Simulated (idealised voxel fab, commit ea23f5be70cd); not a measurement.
Process module under the name voxel self aligned contacts
Shown is cross-section cut, with a width of 245 nm and square cells of size 5 nm.
In what follows, cross-sections appear as grids of square cells, described through bands that run from the top down, where every band is one or more rows of cells. Per band: top height and bottom height in nm, followed by the left-to-right materials and their widths in nm; "full width" marks a single material spanning edge to edge, "blank" marks empty space. Heights are expressed relative to 0, this being the level below which the as-received wafer comprises one material exclusively. The lowest band is unbounded in the downward direction and is denoted as in "top 0, no bottom". The expression "30..40" gives the width at the extremes of the band, the first number at its top row of cells and the second at its bottom row, with the width changing by equal amounts from each row to the next in between. "left unchanged" (step): cross-section cells unchanged, all of them. In the "Voids, enclosed" entry, you get each enclosed empty space of 8 cells or more, one with no open way to the top, written width x height at distance, distance from the left edge, in nm. On each step's line, the part that comes after the settings is the simulator's own comment on the step. overlay nm: how far to the right of its planned place the mask lay on this masked step (negative: to the left).
### Below is the list of planned process steps
1: RECEIVE (material Si)
2: OXIDIZE (depth nm 5)
3: DIRECTIONAL_DEP (material polySi; thk nm 20)
4: DIRECTIONAL_DEP (material SiN; thk nm 20)
5: PATTERN (tone cover; mask id GATE; material resist; width nm 35; pitch nm 60; thk nm 20; overlay nm 0)
6: DIRECTIONAL_ETCH (etch materials SiN; depth nm 20)
7: DIRECTIONAL_ETCH (etch materials polySi; depth nm 20)
8: STRIP (etch materials resist)
9: CONFORMAL_DEP (material SiN; thk nm 5)
10: DIRECTIONAL_ETCH (etch materials SiN; depth nm 5)
11: FILL_DEP (material SiO2; thk nm 10)
12: CMP (height nm 45)
13: MASKED_ETCH (tone open; mask id CONTACT; width nm 45; etch materials SiO2; depth nm 50; overlay nm 0)
14: CONFORMAL_DEP (material TiN; thk nm 5)
15: FILL_DEP (material W; thk nm 10)
16: CMP (height nm 45)
17: CONFORMAL_DEP (material SiN; thk nm 5)
### Incoming wafer, cross-sectional view, post step 1
  top 0, no bottom  Si full width
  Voids, enclosed: none
### Cross-section taken at module completion on the first of two wafers; processed per the plan
  top 50, bottom 45  SiN full width
  top 45, bottom 40  SiO2: 100 / TiN: 20 / W: 5 / TiN: 20 / SiO2: 100
  top 40, bottom 20  SiO2: 70 / SiN: 45 / TiN: 5 / W: 5 / TiN: 5 / SiN: 45 / SiO2: 70
  top 20, bottom 0  SiO2: 70 / SiN: 5 / polySi: 35 / SiN: 5 / TiN: 5 / W: 5 / TiN: 5 / SiN: 5 / polySi: 35 / SiN: 5 / SiO2: 70
  top 0, bottom -5  SiO2: 115 / TiN: 15 / SiO2: 115
  top -5, no bottom  Si full width
  Voids, enclosed: none
### Cross-sectional image of the second wafer of the two following completion of the module. Starting state and process plan were the same as for the first wafer; one execution error occurred
  top 50, bottom 45  polySi full width
  top 45, bottom 40  SiO2: 100 / TiN: 20 / W: 5 / TiN: 20 / SiO2: 100
  top 40, bottom 20  SiO2: 70 / SiN: 45 / TiN: 5 / W: 5 / TiN: 5 / SiN: 45 / SiO2: 70
  top 20, bottom 0  SiO2: 70 / SiN: 5 / polySi: 35 / SiN: 5 / TiN: 5 / W: 5 / TiN: 5 / SiN: 5 / polySi: 35 / SiN: 5 / SiO2: 70
  top 0, bottom -5  SiO2: 115 / TiN: 15 / SiO2: 115
  top -5, no bottom  Si full width
  Voids, enclosed: none
Deviation from plan: contrary to plan, step 17 was performed as CONFORMAL_DEP (material polySi; thk nm 5)
In the final state, the cell counts of the second wafer exceed or fall short of those of the first for the following materials: -49 SiN; +49 polySi
